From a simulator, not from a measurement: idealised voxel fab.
Module name: voxel gate over fins (process module)
245 nm wide, 5 nm square cells: that's cross-section cut.
Just so we're on the same page, the cross-sections are grids of square cells, and they're listed out in bands top to bottom, each band one or more rows deep. Top, bottom (nm), then materials left to right with widths (nm); lone material tagged "throughout" fills the whole band edge to edge; "blank" = empty space. Basically, 0 is our baseline, since under it the wafer straight out of the box is all one material. The bottom band has no lower end and keeps on going down, so it looks like "0 down". The notation "30->40" denotes a width that varies across the rows of cells in the band, beginning at the first number in the top row, finishing at the second number in the bottom row, and changing by an identical amount from each row to the next. "changes: none" for a step: no cell of the cross-section changed in that step. "Sealed void inventory": empty spaces of 8 cells or more with no open way to the top, each given as width x height at distance, distance from the left edge, all in nm. That trailing text on a step's line, after the settings, is the simulator's own remark on the step. If you see "overlay nm" on a step's line and that step has a mask, it's telling you how far right of where it was planned the mask ended up; a negative number means it went left instead.
PROCESS STEPS FORESEEN IN THE PLAN
1,RECEIVE,material Si
2,CONFORMAL_DEP,material SiN,thk nm 10
3,PATTERN,tone cover,mask id FINS,material resist,width nm 15,pitch nm 50,thk nm 15,overlay nm 0
4,DIRECTIONAL_ETCH,etch materials SiN,depth nm 10
5,DIRECTIONAL_ETCH,etch materials Si,depth nm 40
6,STRIP,etch materials resist
7,FILL_DEP,material SiO2,thk nm 10
8,CMP,height nm 10
9,PATTERN,tone open,mask id RAIL,material resist,width nm 15,thk nm 15,overlay nm 0
10,DIRECTIONAL_ETCH,etch materials SiO2,depth nm 45
11,STRIP,etch materials resist
12,CONFORMAL_DEP,material TiN,thk nm 5
13,FILL_DEP,material W,thk nm 10
14,CMP,height nm 10
15,SELECTIVE_ETCH,etch materials W Ru TiN,depth nm 30
16,FILL_DEP,material SiO2,thk nm 5
17,CMP,height nm 10
18,SELECTIVE_ETCH,etch materials SiO2,depth nm 20
19,STRIP,etch materials SiN
20,CONFORMAL_DEP,material HfO2,thk nm 5
21,CONFORMAL_DEP,material TiN,thk nm 5
22,CONFORMAL_DEP,material TiAl,thk nm 5
23,CONFORMAL_DEP,material TiN,thk nm 5
24,FILL_DEP,material W,thk nm 10
25,CMP,height nm 25
26,CONFORMAL_DEP,material SiN,thk nm 10
CROSS-SECTION, INCOMING MATERIAL, AFTER STEP 1
	0 down  Si throughout
	Sealed void inventory: none
END-OF-MODULE CROSS-SECTION OF THE FIRST OF TWO WAFERS, PROCESSED AS PLANNED
	35 to 25  SiN throughout
	25 to 20  W throughout
	20 to 15  W (45), TiN (155), W (45)
	15 to 10  W (45), TiN (5), TiAl (45), TiN (5), TiAl (45), TiN (5), TiAl (45), TiN (5), W (45)
	10 to 5  TiN (50), TiAl (5), TiN (35), TiAl (5), TiN (5), TiAl (5), TiN (35), TiAl (5), TiN (5), TiAl (5), TiN (35), TiAl (5), TiN (50)
	5 to 0  TiAl (55), TiN (5), HfO2 (25), TiN (5), TiAl (15), TiN (5), HfO2 (25), TiN (5), TiAl (15), TiN (5), HfO2 (25), TiN (5), TiAl (55)
	0 to -5  TiN (60), HfO2 (5), Si (15), HfO2 (5), TiN (25), HfO2 (5), Si (15), HfO2 (5), TiN (25), HfO2 (5), Si (15), HfO2 (5), TiN (60)
	-5 to -10  HfO2 (65), Si (15), HfO2 (35), Si (15), HfO2 (35), Si (15), HfO2 (65)
	-10 to -20  SiO2 (65), Si (15), SiO2 (35), Si (15), SiO2 (35), Si (15), SiO2 (65)
	-20 to -30  SiO2 (65), Si (15), SiO2 (10), TiN (5), W (5), TiN (5), SiO2 (10), Si (15), SiO2 (35), Si (15), SiO2 (65)
	-30 to -35  SiO2 (65), Si (15), SiO2 (10), TiN (15), SiO2 (10), Si (15), SiO2 (35), Si (15), SiO2 (65)
	-35 to -40  SiO2 (65), Si (15), SiO2 (35), Si (15), SiO2 (35), Si (15), SiO2 (65)
	-40 down  Si throughout
	Sealed void inventory: none
CROSS-SECTIONAL VIEW OF THE SECOND OF TWO WAFERS UPON COMPLETION OF THE MODULE. THIS WAFER SHARED ITS STARTING CONDITION AND PROCESS PLAN WITH THE FIRST; ONE ERROR WAS MADE DURING ITS EXECUTION
	35 to 25  SiN throughout
	25 to 20  W throughout
	20 to 15  W (35), TiN (155), W (55)
	15 to 10  W (35), TiN (5), TiAl (45), TiN (5), TiAl (45), TiN (5), TiAl (45), TiN (5), W (55)
	10 to 5  TiN (40), TiAl (5), TiN (35), TiAl (5), TiN (5), TiAl (5), TiN (35), TiAl (5), TiN (5), TiAl (5), TiN (35), TiAl (5), TiN (60)
	5 to 0  TiAl (45), TiN (5), HfO2 (25), TiN (5), TiAl (15), TiN (5), HfO2 (25), TiN (5), TiAl (15), TiN (5), HfO2 (25), TiN (5), TiAl (65)
	0 to -5  TiN (50), HfO2 (5), Si (15), HfO2 (5), TiN (25), HfO2 (5), Si (15), HfO2 (5), TiN (25), HfO2 (5), Si (15), HfO2 (5), TiN (70)
	-5 to -10  HfO2 (55), Si (15), HfO2 (35), Si (15), HfO2 (35), Si (15), HfO2 (75)
	-10 to -20  SiO2 (55), Si (15), SiO2 (35), Si (15), SiO2 (35), Si (15), SiO2 (75)
	-20 to -30  SiO2 (55), Si (15), SiO2 (20), TiN (5), W (5), TiN (5), Si (15), SiO2 (35), Si (15), SiO2 (75)
	-30 to -35  SiO2 (55), Si (15), SiO2 (20), TiN (15), Si (15), SiO2 (35), Si (15), SiO2 (75)
	-35 to -40  SiO2 (55), Si (15), SiO2 (35), Si (15), SiO2 (35), Si (15), SiO2 (75)
	-40 down  Si throughout
	Sealed void inventory: none
Want to know what went wrong? contrary to plan, step 3 was performed as PATTERN,tone cover,mask id FINS,material resist,width nm 15,pitch nm 50,thk nm 15,overlay nm -10
at the end the second wafer has, in cells: as many of each material as the first, in other places
